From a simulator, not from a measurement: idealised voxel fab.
process module | voxel local oxidation
cross-section cut | 160 nm wide | cells 5 nm
A cross-section is a grid of square cells, given in bands from the top down. A band is one or more rows of cells.
Each band's line starts with the height of the band's top and of its bottom, in nm. Then come its materials from left to right, each with its width in nm. One material with "throughout" fills the band from edge to edge. "air" is empty space.
Height 0 is the level under which the wafer as received is all one material. The lowest band goes on downwards, as in "0 down".
A width such as "30 to 40" changes by the same amount from each row of cells to the next, from the band's top row to its bottom row.
"no change" after a step means that no cell of the cross-section changed.
closed voids: empty space of 8 cells or more with no open way to the top, each as width x height at its distance from the left edge, in nm
after a step's settings: what the simulator itself notes on the step
overlay nm, on a step with a mask: how far to the right of its planned place the mask lay; to the left if negative
Each pair below shows a cross-section before one step and the cross-section after it, down to the lowest band that changed. The line under each pair gives the step between them, with its settings. The pairs can come from different runs of this module on the same starting wafer, so a pair continues from the pair above only where its "before" says so.
before
  0 down: Si throughout
  closed voids: none
after
  5 to 0: SiO2 throughout
  below 0: unchanged
  closed voids: none
the step between: op CONFORMAL_DEP | material SiO2 | thk nm 5
before: the cross-section after the pair above
after
  15 to 5: SiN throughout
  below 5: unchanged
  closed voids: none
the step between: op CONFORMAL_DEP | material SiN | thk nm 10
before: the cross-section after the pair above
after
  30 to 15: air 30 | resist 95 | air 35
  below 15: unchanged
  closed voids: none
the step between: op PATTERN | tone cover | mask id ACTIVE | material resist | width nm 95 | thk nm 15 | overlay nm 0
before: the cross-section after the pair above
after
  30 to 15: air 30 | resist 95 | air 35
  15 to 5: air 30 | SiN 95 | air 35
  below 5: unchanged
  closed voids: none
the step between: op DIRECTIONAL_ETCH | etch materials SiN | depth nm 10
before: the cross-section after the pair above
after
  15 to 5: air 30 | SiN 95 | air 35
  below 5: unchanged
  closed voids: none
the step between: op STRIP | etch materials resist
before: the cross-section after the pair above
after
  15 to 5: air 30 | SiN 95 | air 35
  5 to 0: air 35 | SiO2 85 | air 40
  below 0: unchanged
  closed voids: none
the step between: op SELECTIVE_ETCH | etch materials SiO2 | depth nm 5
before: the cross-section after the pair above
after
  15 to 5: air 30 | SiN 95 | air 35
  5 to 0: air 35 | SiO2 85 | air 40
  0 to -10: SiO2 45 | Si 65 | SiO2 50
  below -10: unchanged
  closed voids: none
the step between: op OXIDIZE | depth nm 10
before: the cross-section after the pair above
after
  5 to 0: air 35 | SiO2 85 | air 40
  below 0: unchanged
  closed voids: none
the step between: op STRIP | etch materials SiN
before
  30 to 15: air 30 | resist 95 | air 35
  15 to 5: air 30 | SiN 95 | air 35
  5 to 0: SiO2 throughout
  0 down: Si throughout
  closed voids: none
after
  30 to 15: air 30 | resist 95 | air 35
  15 to 5: air 30 | SiN 95 | air 35
  5 to 0: air 35 | SiO2 85 | air 40
  below 0: unchanged
  closed voids: none
the step between: op SELECTIVE_ETCH | etch materials SiO2 | depth nm 5
before: the cross-section after the pair above
after
  15 to 5: air 30 | SiN 95 | air 35
  below 5: unchanged
  closed voids: none
the step between: op STRIP | etch materials resist
before: the cross-section after the pair above
after
  15 to 5: air 30 | SiN 95 | air 35
  5 to 0: air 35 | SiO2 85 | air 40
  0 to -20: SiO2 55 | Si 45 | SiO2 60
  below -20: unchanged
  closed voids: none
the step between: op OXIDIZE | depth nm 20
before: the cross-section after the pair above
after
  5 to 0: air 35 | SiO2 85 | air 40
  below 0: unchanged
  closed voids: none
the step between: op STRIP | etch materials SiN
before
  15 to 5: SiN throughout
  5 to 0: SiO2 throughout
  0 down: Si throughout
  closed voids: none
after
  30 to 15: air 25 | resist 105 | air 30
  below 15: unchanged
  closed voids: none
the step between: op PATTERN | tone cover | mask id ACTIVE | material resist | width nm 105 | thk nm 15 | overlay nm 0
before: the cross-section after the pair above
after
  30 to 15: air 25 | resist 105 | air 30
  15 to 5: air 25 | SiN 105 | air 30
  below 5: unchanged
  closed voids: none
the step between: op DIRECTIONAL_ETCH | etch materials SiN | depth nm 10
before: the cross-section after the pair above
after
  15 to 5: air 25 | SiN 105 | air 30
  below 5: unchanged
  closed voids: none
the step between: op STRIP | etch materials resist
before: the cross-section after the pair above
after
  15 to 5: air 25 | SiN 105 | air 30
  5 to 0: air 30 | SiO2 95 | air 35
  below 0: unchanged
  closed voids: none
the step between: op SELECTIVE_ETCH | etch materials SiO2 | depth nm 5
before: the cross-section after the pair above
after
  15 to 5: air 25 | SiN 105 | air 30
  5 to 0: air 30 | SiO2 95 | air 35
  0 to -10: SiO2 40 | Si 75 | SiO2 45
  below -10: unchanged
  closed voids: none
the step between: op OXIDIZE | depth nm 10
before: the cross-section after the pair above
after
  5 to 0: air 30 | SiO2 95 | air 35
  below 0: unchanged
  closed voids: none
the step between: op STRIP | etch materials SiN
before
  15 to 5: SiN throughout
  5 to 0: SiO2 throughout
  0 down: Si throughout
  closed voids: none
after
  30 to 15: air 20 | resist 95 | air 45
  below 15: unchanged
  closed voids: none
the step between: op PATTERN | tone cover | mask id ACTIVE | material resist | width nm 95 | thk nm 15 | overlay nm -10
before: the cross-section after the pair above
after
  30 to 15: air 20 | resist 95 | air 45
  15 to 5: air 20 | SiN 95 | air 45
  below 5: unchanged
  closed voids: none
the step between: op DIRECTIONAL_ETCH | etch materials SiN | depth nm 10
before: the cross-section after the pair above
after
  15 to 5: air 20 | SiN 95 | air 45
  below 5: unchanged
  closed voids: none
the step between: op STRIP | etch materials resist
before: the cross-section after the pair above
after
  15 to 5: air 20 | SiN 95 | air 45
  5 to 0: air 25 | SiO2 85 | air 50
  below 0: unchanged
  closed voids: none
the step between: op SELECTIVE_ETCH | etch materials SiO2 | depth nm 5
before: the cross-section after the pair above
after
  15 to 5: air 20 | SiN 95 | air 45
  5 to 0: air 25 | SiO2 85 | air 50
  0 to -10: SiO2 35 | Si 65 | SiO2 60
  below -10: unchanged
  closed voids: none
the step between: op OXIDIZE | depth nm 10
before: the cross-section after the pair above
after
  5 to 0: air 25 | SiO2 85 | air 50
  below 0: unchanged
  closed voids: none
the step between: op STRIP | etch materials SiN
before
  15 to 5: air 30 | SiN 95 | air 35
  5 to 0: air 35 | SiO2 85 | air 40
  0 to -10: SiO2 45 | Si 65 | SiO2 50
  -10 down: Si throughout
  closed voids: none
after
  0 to -10: air 45 | Si 65 | air 50
  below -10: unchanged
  closed voids: none
the step between: op STRIP | etch materials SiO2
before
  15 to 5: SiN throughout
  5 to 0: SiO2 throughout
  0 down: Si throughout
  closed voids: none
after
  30 to 15: resist 30 | air 95 | resist 35
  below 15: unchanged
  closed voids: none
the step between: op PATTERN | tone open | mask id ACTIVE | material resist | width nm 95 | thk nm 15 | overlay nm 0
before: the cross-section after the pair above
after
  30 to 15: resist 30 | air 95 | resist 35
  15 to 5: SiN 30 | air 95 | SiN 35
  below 5: unchanged
  closed voids: none
the step between: op DIRECTIONAL_ETCH | etch materials SiN | depth nm 10
before: the cross-section after the pair above
after
  15 to 5: SiN 30 | air 95 | SiN 35
  below 5: unchanged
  closed voids: none
the step between: op STRIP | etch materials resist
before: the cross-section after the pair above
after
  15 to 5: SiN 30 | air 95 | SiN 35
  5 to 0: SiO2 25 | air 105 | SiO2 30
  below 0: unchanged
  closed voids: none
the step between: op SELECTIVE_ETCH | etch materials SiO2 | depth nm 5
before: the cross-section after the pair above
after
  15 to 5: SiN 30 | air 95 | SiN 35
  5 to 0: SiO2 25 | air 105 | SiO2 30
  0 to -10: Si 15 | SiO2 125 | Si 20
  below -10: unchanged
  closed voids: none
the step between: op OXIDIZE | depth nm 10
before: the cross-section after the pair above
after
  5 to 0: SiO2 25 | air 105 | SiO2 30
  below 0: unchanged
  closed voids: none
the step between: op STRIP | etch materials SiN
